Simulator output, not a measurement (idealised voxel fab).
This section sets out a process module, namely voxel ribs on slabs.
Square cell edge 5 nm, section width 290 nm, ID cut.
When this document writes out a cross-section, it uses a grid of square cells and lists it as bands, beginning at the top and moving down, with a band standing for one or more rows of cells. Within each band entry, the heights of the top and of the bottom of the band appear first, in that order and in nm; the materials of the band then follow from left to right, each with its corresponding width in nm. The designation "all across" on a single material indicates that it fills the band from edge to edge; the designation "blank" indicates empty space. All heights in this document are referenced to 0, defined as the level beneath which the wafer, as received, consists entirely of one material. The lowest band is not bounded below; it extends indefinitely downward and is written in the form "0 down". Note: "30..40" means the width goes from the first number (top row of the band) to the second number (bottom row) in equal steps per row of cells. What does "no modifications" mean for a step? It means no cell of the cross-section changed in that step. Entry "Closed void table" = empty spaces >= 8 cells with no open way to the top; each as width x height at distance, distance from left edge, all nm. On each step's line, the part that comes after the settings is the simulator's own comment on the step. The line of a step may include "overlay nm". On a step with a mask, this value is how far to the right of its planned place the mask lay. A negative value means the mask lay to the left.

[These are the steps we planned for the process]
step 1: RECEIVE (material Si)
step 2: DIRECTIONAL_DEP (material SiO2; thk nm 20)
step 3: DIRECTIONAL_DEP (material polySi; thk nm 15)
step 4: MASKED_ETCH (tone cover; mask id RIB; width nm 20; etch materials polySi; depth nm 10; overlay nm 0)
step 5: MASKED_ETCH (tone cover; mask id SLAB; width nm 60; etch materials polySi; depth nm 5; overlay nm 0)
step 6: FILL_DEP (material SiO2; thk nm 25)
step 7: CMP (height nm 55)
step 8: DIRECTIONAL_DEP (material TiN; thk nm 10)
step 9: DIRECTIONAL_DEP (material aC; thk nm 15)
step 10: PATTERN (tone cover; mask id HEATER; material resist; width nm 30; thk nm 30; overlay nm 0)
step 11: DIRECTIONAL_ETCH (etch materials aC; depth nm 15)
step 12: STRIP (etch materials resist)
step 13: DIRECTIONAL_ETCH (etch materials TiN; depth nm 10)
step 14: STRIP (etch materials aC)
step 15: CONFORMAL_DEP (material SiO2; thk nm 5)

[Cross-section of the wafer at receipt, which is the condition after step 1]
  0 down | Si all across
  Closed void table: none

[Cross-section: first of two wafers, module finished, run according to plan]
  70 to 65 | blank 125 | SiO2 40 | blank 125
  65 to 60 | blank 125 | SiO2 5 | TiN 30 | SiO2 5 | blank 125
  60 to 55 | SiO2 130 | TiN 30 | SiO2 130
  55 to 35 | SiO2 all across
  35 to 25 | SiO2 135 | polySi 20 | SiO2 135
  25 to 20 | SiO2 115 | polySi 60 | SiO2 115
  20 to 0 | SiO2 all across
  0 down | Si all across
  Closed void table: none

[End-of-module cross-section of the second wafer: identical starting point and process plan to the first, with one processing mistake]
  70 to 65 | blank 125 | SiO2 40 | blank 125
  65 to 60 | blank 125 | SiO2 5 | TiN 30 | SiO2 5 | blank 125
  60 to 55 | SiO2 130 | TiN 30 | SiO2 130
  55 to 30 | SiO2 all across
  30 to 20 | SiO2 135 | polySi 20 | SiO2 135
  20 to 15 | SiO2 115 | polySi 60 | SiO2 115
  15 to 0 | SiO2 all across
  0 down | Si all across
  Closed void table: none
Heads up, the wafer didn't run the way we planned it: step 2 went in with a setting other than planned; the actual run was DIRECTIONAL_DEP (material SiO2; thk nm 15)
So at the finish, the second wafer's got exactly as many cells of each material as the first, just not in the same spots.
